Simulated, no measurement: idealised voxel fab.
process module | voxel local oxidation
cross-section cut | 245 nm wide | cells 5 nm
A cross-section is a grid of square cells, given in bands from the top down. A band is one or more rows of cells.
Each band's line starts with the height of the band's top and of its bottom, in nm. Then come its materials from left to right, each with its width in nm. One material with "throughout" fills the band from edge to edge. "air" is empty space.
Height 0 is the level under which the wafer as received is all one material. The lowest band goes on downwards, as in "0 down".
A width such as "30 to 40" changes by the same amount from each row of cells to the next, from the band's top row to its bottom row.
"no change" after a step means that no cell of the cross-section changed.
closed voids: empty space of 8 cells or more with no open way to the top, each as width x height at its distance from the left edge, in nm
after a step's settings: what the simulator itself notes on the step
overlay nm, on a step with a mask: how far to the right of its planned place the mask lay; to the left if negative
plan
1 op RECEIVE | material Si
2 op OXIDIZE | depth nm 5
3 op CONFORMAL_DEP | material SiN | thk nm 15
4 op DIRECTIONAL_DEP | material aC | thk nm 15
5 op PATTERN | tone cover | mask id ACTIVE | material resist | width nm 105 | thk nm 30 | overlay nm 0
6 op DIRECTIONAL_ETCH | etch materials aC | depth nm 15
7 op STRIP | etch materials resist
8 op DIRECTIONAL_ETCH | etch materials SiN | depth nm 15
9 op STRIP | etch materials aC
10 op SELECTIVE_ETCH | etch materials SiO2 | depth nm 5
11 op OXIDIZE | depth nm 15
12 op STRIP | etch materials SiN
as received, after step 1
  0 down: Si throughout
  closed voids: none
first wafer at the end, as planned
  0 to -5: air 75 | SiO2 95 | air 75
  -5 to -20: SiO2 90 | Si 65 | SiO2 90
  -20 down: Si throughout
  closed voids: none
second wafer at the end: like start, like plan, one mistake
  0 to -5: air 75 | SiO2 95 | air 75
  -5 to -30: SiO2 100 | Si 45 | SiO2 100
  -30 down: Si throughout
  closed voids: none
what went wrong: step 11 ran as: op OXIDIZE | depth nm 25
at the end the second wafer has, in cells: 92 fewer of Si | 92 more of SiO2
